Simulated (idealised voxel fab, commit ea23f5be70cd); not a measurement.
Documented hereafter: the process module known as voxel air gaps.
Square cell edge 5 nm, section width 220 nm, ID cut.
Bands, listed from the top down, are how a cross-section gets written in this document; the cross-section itself is a grid of square cells, and a band is one or more rows of them. What a band's entry tells you: where the top is and where the bottom is, as heights in nm, and after that what lies inside, material by material from left to right, each with its width in nm. Empty space is written as the word "empty", and a single material marked with the word "full width" occupies the band from edge to edge. Height 0 is the level under which the wafer as received is all one material. The lowest band goes on downwards, as in "from 0 down". Top row gets the first number, bottom row gets the second, and each row in between changes by the same step: that is how a band width like "30 to 40" works. Reading "no modifications" for a step: not a cell of the cross-section changed in it. The entry titled "Sealed internal voids" provides the empty spaces that have no open way to the top, restricted to those of 8 cells or more. Each is presented as width x height at distance, the distance being measured from the left edge, with all three in nm. Formally, on a step line, whatever follows the settings is a remark that the simulator itself makes on the step. overlay nm: how far to the right of its planned place the mask lay on this masked step (negative: to the left).
These are the steps we planned for the process:
- 1: RECEIVE with material Si
- 2: CONFORMAL_DEP with material SiO2, thk nm 10
- 3: CONFORMAL_DEP with material SiN, thk nm 5
- 4: DIRECTIONAL_DEP with material SiO2, thk nm 40
- 5: MASKED_ETCH with tone open, mask id LINES, width nm 15, pitch nm 40, etch materials SiO2, depth nm 40, overlay nm 0
- 6: CONFORMAL_DEP with material TiN, thk nm 5
- 7: FILL_DEP with material Ru, thk nm 5
- 8: CMP with height nm 55
- 9: EPI with material Ru, thk nm 10
- 10: SELECTIVE_ETCH with etch materials SiO2, depth nm 50
- 11: CONFORMAL_DEP with material SiCN, thk nm 5
Here's what the wafer looked like in cross-section when it arrived - that's after step 1:
  from 0 down: Si full width
  Sealed internal voids: none
As-planned run: cross-section of the first of two wafers at end of module:
  from 70 to 65: empty=45  SiCN=125  empty=50
  from 65 to 55: empty=45  SiCN=5  Ru=35  SiCN=5  Ru=35  SiCN=5  Ru=35  SiCN=5  empty=50
  from 55 to 50: empty=45  SiCN=15  TiN=5  Ru=5  TiN=5  SiCN=25  TiN=5  Ru=5  TiN=5  SiCN=25  TiN=5  Ru=5  TiN=5  SiCN=15  empty=50
  from 50 to 20: empty=55  SiCN=5  TiN=5  Ru=5  TiN=5  SiCN=5  empty=15  SiCN=5  TiN=5  Ru=5  TiN=5  SiCN=5  empty=15  SiCN=5  TiN=5  Ru=5  TiN=5  SiCN=5  empty=60
  from 20 to 15: SiCN=60  TiN=15  SiCN=25  TiN=15  SiCN=25  TiN=15  SiCN=65
  from 15 to 10: SiN full width
  from 10 to 0: SiO2 full width
  from 0 down: Si full width
  Sealed internal voids: 15 x 30 at 80; 15 x 30 at 120
Cross-section, second wafer: same start as the first, same plan as the first, one mistake in running it; taken at the end of the module:
  from 70 to 65: empty=40  SiCN=135  empty=45
  from 65 to 55: empty=40  SiCN=5  Ru=125  SiCN=5  empty=45
  from 55 to 50: empty=40  SiCN=15  TiN=5  Ru=15  TiN=5  SiO2=15  TiN=5  Ru=15  TiN=5  SiO2=15  TiN=5  Ru=15  TiN=5  SiCN=15  empty=45
  from 50 to 20: empty=50  SiCN=5  TiN=5  Ru=15  TiN=5  SiO2=15  TiN=5  Ru=15  TiN=5  SiO2=15  TiN=5  Ru=15  TiN=5  SiCN=5  empty=55
  from 20 to 15: SiCN=55  TiN=25  SiO2=15  TiN=25  SiO2=15  TiN=25  SiCN=60
  from 15 to 10: SiN full width
  from 10 to 0: SiO2 full width
  from 0 down: Si full width
  Sealed internal voids: none
Diagnosis: step 5 was run on a setting that differed from the plan, and what really ran there is MASKED_ETCH with tone open, mask id LINES, width nm 25, pitch nm 40, etch materials SiO2, depth nm 40, overlay nm 0
Heads up, by the end the second wafer has more or fewer cells of some materials compared to the first: Ru: 50 more, SiCN: 48 fewer, SiO2: 48 more, TiN: 6 more
Final observation: first wafer, 2 closed voids; second wafer, 0 closed voids.
